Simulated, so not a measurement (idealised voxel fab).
A process module follows: voxel capacitor over wiring.
Shown is cross-section cut, with a width of 280 nm and square cells of size 5 nm.
How to read a cross-section here: the picture is a grid of square cells, written as bands going from the top down, and any band can span one or more rows of cells.
Within each band entry, the heights of the top and of the bottom of the band appear first, in that order and in nm; the materials of the band then follow from left to right, each with its corresponding width in nm. The designation "throughout" on a single material indicates that it fills the band from edge to edge; the designation "blank" indicates empty space.
Counting heights begins at 0, where everything beneath is, in the wafer as received, one material. The lowest band has no bottom; it goes on downwards, as "0..down" shows.
The width entry "30..40" should be interpreted row by row: the top row of cells in the band takes the first number, the bottom row takes the second number, and the change between adjacent rows is uniform throughout.
What does "nothing changed" mean for a step? It means no cell of the cross-section changed in that step.
Listed in "Closed-off voids": every empty space of 8 or more cells without an open way to the top. Form: width x height at distance, the distance being from the left edge, all in nm.
If you see something after the settings on a step's line, that's the simulator's own remark about that step.
Steps that use a mask can have "overlay nm" on their line. It says how far the mask sat to the right of where it was meant to be. Negative means to the left.
## Process steps - plan
1: RECEIVE: material Si
2: CONFORMAL_DEP: material SiO2, thk nm 15
3: DIRECTIONAL_DEP: material TiN, thk nm 5
4: DIRECTIONAL_DEP: material W, thk nm 15
5: PATTERN: tone cover, mask id METAL_1, material resist, width nm 30, pitch nm 100, thk nm 20, overlay nm 0
6: DIRECTIONAL_ETCH: etch materials W, depth nm 15
7: DIRECTIONAL_ETCH: etch materials TiN, depth nm 5
8: STRIP: etch materials resist
9: FILL_DEP: material lowk, thk nm 5
10: CMP: height nm 35
11: CONFORMAL_DEP: material SiCN, thk nm 5
12: DIRECTIONAL_DEP: material lowk, thk nm 20
13: DIRECTIONAL_DEP: material aC, thk nm 10
14: PATTERN: tone open, mask id PLUG_1, material resist, width nm 15, thk nm 30, overlay nm 0
15: DIRECTIONAL_ETCH: etch materials aC, depth nm 10
16: STRIP: etch materials resist
17: DIRECTIONAL_ETCH: etch materials lowk, depth nm 20
18: DIRECTIONAL_ETCH: etch materials SiCN, depth nm 5
19: STRIP: etch materials aC
20: EPI: material Ru, thk nm 10
21: EPI: material Ru, thk nm 10
22: EPI: material Ru, thk nm 5
23: DIRECTIONAL_DEP: material TiN, thk nm 5
24: DIRECTIONAL_DEP: material HfO2, thk nm 5
25: DIRECTIONAL_DEP: material TiN, thk nm 10
26: MASKED_ETCH: tone cover, mask id UPPER_PLATE, width nm 75, etch materials TiN, depth nm 10, overlay nm 0
27: MASKED_ETCH: tone cover, mask id UPPER_PLATE, width nm 75, etch materials HfO2, depth nm 5, overlay nm 0
28: DIRECTIONAL_DEP: material aC, thk nm 10
29: PATTERN: tone cover, mask id LOWER_PLATE, material resist, width nm 85, thk nm 30, overlay nm 0
30: DIRECTIONAL_ETCH: etch materials aC, depth nm 10
31: STRIP: etch materials resist
32: DIRECTIONAL_ETCH: etch materials TiN, depth nm 5
33: STRIP: etch materials aC
34: FILL_DEP: material SiO2, thk nm 20
35: CMP: height nm 95
36: DIRECTIONAL_DEP: material aC, thk nm 15
37: PATTERN: tone open, mask id PLUG_2, material resist, width nm 15, thk nm 30, overlay nm 0
38: DIRECTIONAL_ETCH: etch materials aC, depth nm 15
39: STRIP: etch materials resist
40: DIRECTIONAL_ETCH: etch materials SiO2, depth nm 15
41: STRIP: etch materials aC
42: CONFORMAL_DEP: material TiN, thk nm 5
43: FILL_DEP: material Ru, thk nm 5
44: CMP: height nm 95
45: CONFORMAL_DEP: material SiCN, thk nm 5
## As-received state of the wafer in cross-section, equivalent to post-step 1
	0..down: Si throughout
	Closed-off voids: none
## The first of two wafers, cross-sectioned at the end of the module, with the run proceeding as planned
	100..95: SiCN throughout
	95..85: SiO2 100 | TiN 5 | Ru 5 | TiN 5 | SiO2 165
	85..80: SiO2 100 | TiN 15 | SiO2 165
	80..70: SiO2 90 | TiN 75 | SiO2 115
	70..65: SiO2 90 | HfO2 75 | SiO2 115
	65..60: SiO2 85 | TiN 85 | SiO2 110
	60..40: lowk 90 | Ru 15 | lowk 175
	40..35: SiCN 90 | Ru 15 | SiCN 175
	35..20: lowk 75 | W 30 | lowk 70 | W 30 | lowk 75
	20..15: lowk 75 | TiN 30 | lowk 70 | TiN 30 | lowk 75
	15..0: SiO2 throughout
	0..down: Si throughout
	Closed-off voids: none
## Wafer two (of two), end-of-module cross-section: start = wafer one, plan = wafer one, one run mistake
	100..95: SiCN throughout
	95..85: SiO2 100 | TiN 5 | Ru 5 | TiN 5 | SiO2 165
	85..80: SiO2 100 | TiN 15 | SiO2 165
	80..70: SiO2 90 | TiN 75 | SiO2 115
	70..65: SiO2 90 | HfO2 75 | SiO2 115
	65..60: SiO2 85 | TiN 85 | SiO2 110
	60..40: lowk 90 | Ru 15 | lowk 175
	40..35: SiCN 90 | Ru 15 | SiCN 175
	35..30: lowk 75 | TiN 30 | lowk 70 | TiN 30 | lowk 75
	30..15: W throughout
	15..0: SiO2 throughout
	0..down: Si throughout
	Closed-off voids: none
Run error: the processing plan was not followed for steps 3 and 4, which were run with their positions exchanged
Upon completion, the second wafer contains, in terms of cells, a greater or smaller amount of certain materials than the first wafer: 132 more of W; 132 fewer of lowk
